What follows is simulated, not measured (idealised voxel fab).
This is a process module. Its name is voxel wiring stack.
The cross-section on display is named cut; it measures 285 nm wide, and its cells are 5 nm squares.
The cross-sections in this document take the form of a grid made of square cells. They are written out as bands, in order from top to bottom. Each band consists of one or more rows of cells. A band entry consists of two parts. The first gives the height of the band's top and the height of its bottom, in nm. The rest lists the band's materials from left to right, each with its width in nm. A single material labelled with the word "all across" fills the band from edge to edge, and the word "air" marks empty space. Height reference: 0 = level under which incoming wafer is all one material. Lowest band: no bottom, runs on downward, e.g. "top 0, no bottom". When a width is written as two numbers, as in "30->40", the first number is the width in the top row of cells of the band and the second is the width in its bottom row, and the width changes by the same amount from each row to the next. "remained the same" means the step left every cell of the cross-section as it was. Look at "Trapped voids" for the closed voids: empty spaces with no open path to the top, sized 8 cells or up. Each is width x height at distance, distance from the left edge, all nm. Note: text after step settings on the step line = simulator remark on that step. For masked steps, "overlay nm" on the step line gives how far right of plan the mask actually lay; a minus sign means it lay to the left.
# Here's what the planned process steps look like
1. RECEIVE with material Si
2. CONFORMAL_DEP with material SiO2, thk nm 15
3. CONFORMAL_DEP with material SiCN, thk nm 5
4. DIRECTIONAL_DEP with material lowk, thk nm 15
5. DIRECTIONAL_DEP with material aC, thk nm 10
6. PATTERN with tone open, mask id METAL_1, material resist, width nm 20, pitch nm 50, thk nm 30, overlay nm 0
7. DIRECTIONAL_ETCH with etch materials aC, depth nm 10
8. STRIP with etch materials resist
9. DIRECTIONAL_ETCH with etch materials lowk, depth nm 15
10. DIRECTIONAL_ETCH with etch materials SiCN, depth nm 5
11. STRIP with etch materials aC
12. CONFORMAL_DEP with material TiN, thk nm 5
13. FILL_DEP with material Cu, thk nm 10
14. CMP with height nm 35
15. CONFORMAL_DEP with material SiCN, thk nm 5
16. DIRECTIONAL_DEP with material lowk, thk nm 30
17. PATTERN with tone open, mask id METAL_2_HOLES, material resist, width nm 15, pitch nm 50, thk nm 15, overlay nm 0
18. DIRECTIONAL_ETCH with etch materials lowk, depth nm 30
19. STRIP with etch materials resist
20. DIRECTIONAL_DEP with material aC, thk nm 15
21. PATTERN with tone open, mask id METAL_2, material resist, width nm 20, pitch nm 50, thk nm 35, overlay nm 0
22. DIRECTIONAL_ETCH with etch materials aC, depth nm 5
23. STRIP with etch materials resist
24. DIRECTIONAL_ETCH with etch materials lowk, depth nm 15
25. DIRECTIONAL_ETCH with etch materials SiCN, depth nm 5
26. STRIP with etch materials aC
27. CONFORMAL_DEP with material TiN, thk nm 5
28. FILL_DEP with material Cu, thk nm 5
29. CMP with height nm 70
30. CONFORMAL_DEP with material SiCN, thk nm 5
Heads up: all these wafers start the same, and what changes between them is the depth nm in step 22. The value you see in the plan is just what the first wafer got.
# The first of several wafers in cross-section, exactly as it reached us after step 1
* top 0, no bottom | Si all across
* Trapped voids: none
# Once step 30, the last step, is complete, the module is at its end; this is the cross-section of the first of several wafers
* top 75, bottom 70 | SiCN all across
* top 70, bottom 45 | lowk 80 nm | TiN 5 nm | Cu 5 nm | TiN 5 nm | lowk 35 nm | TiN 5 nm | Cu 5 nm | TiN 5 nm | lowk 35 nm | TiN 5 nm | Cu 5 nm | TiN 5 nm | lowk 90 nm
* top 45, bottom 40 | lowk 80 nm | TiN 15 nm | lowk 35 nm | TiN 15 nm | lowk 35 nm | TiN 15 nm | lowk 90 nm
* top 40, bottom 35 | SiCN all across
* top 35, bottom 20 | lowk 80 nm | TiN 5 nm | Cu 10 nm | TiN 5 nm | lowk 30 nm | TiN 5 nm | Cu 10 nm | TiN 5 nm | lowk 30 nm | TiN 5 nm | Cu 10 nm | TiN 5 nm | lowk 85 nm
* top 20, bottom 15 | SiCN 80 nm | TiN 20 nm | SiCN 30 nm | TiN 20 nm | SiCN 30 nm | TiN 20 nm | SiCN 85 nm
* top 15, bottom 0 | SiO2 all across
* top 0, no bottom | Si all across
* Trapped voids: none
# End of module: cross-section, last of several wafers
* top 75, bottom 70 | SiCN all across
* top 70, bottom 60 | lowk 80 nm | TiN 5 nm | Cu 10 nm | TiN 5 nm | lowk 30 nm | TiN 5 nm | Cu 10 nm | TiN 5 nm | lowk 30 nm | TiN 5 nm | Cu 10 nm | TiN 5 nm | lowk 85 nm
* top 60, bottom 55 | lowk 80 nm | TiN 5 nm | Cu 5 nm | TiN 10 nm | lowk 30 nm | TiN 5 nm | Cu 5 nm | TiN 10 nm | lowk 30 nm | TiN 5 nm | Cu 5 nm | TiN 10 nm | lowk 85 nm
* top 55, bottom 40 | lowk 80 nm | TiN 5 nm | Cu 5 nm | TiN 5 nm | lowk 35 nm | TiN 5 nm | Cu 5 nm | TiN 5 nm | lowk 35 nm | TiN 5 nm | Cu 5 nm | TiN 5 nm | lowk 90 nm
* top 40, bottom 35 | SiCN 80 nm | TiN 15 nm | SiCN 35 nm | TiN 15 nm | SiCN 35 nm | TiN 15 nm | SiCN 90 nm
* top 35, bottom 20 | lowk 80 nm | TiN 5 nm | Cu 10 nm | TiN 5 nm | lowk 30 nm | TiN 5 nm | Cu 10 nm | TiN 5 nm | lowk 30 nm | TiN 5 nm | Cu 10 nm | TiN 5 nm | lowk 85 nm
* top 20, bottom 15 | SiCN 80 nm | TiN 20 nm | SiCN 30 nm | TiN 20 nm | SiCN 30 nm | TiN 20 nm | SiCN 85 nm
* top 15, bottom 0 | SiO2 all across
* top 0, no bottom | Si all across
* Trapped voids: none
# Here is how to read the rows: every wafer has a row, and it shows the wafer at the end of the module, giving for each material how many cells were gained (+) or lost (-) since the wafer was received, then listing its closed voids
depth nm 5, +33 Cu, +159 SiCN, +171 SiO2, +69 TiN, +423 lowk, Trapped voids: none
depth nm 10, +33 Cu, +159 SiCN, +171 SiO2, +69 TiN, +423 lowk, Trapped voids: none
depth nm 15, +42 Cu, +150 SiCN, +171 SiO2, +78 TiN, +414 lowk, Trapped voids: none
depth nm 20, +42 Cu, +150 SiCN, +171 SiO2, +78 TiN, +414 lowk, Trapped voids: none
depth nm 25, +42 Cu, +150 SiCN, +171 SiO2, +78 TiN, +414 lowk, Trapped voids: none
depth nm 30, +42 Cu, +150 SiCN, +171 SiO2, +78 TiN, +414 lowk, Trapped voids: none
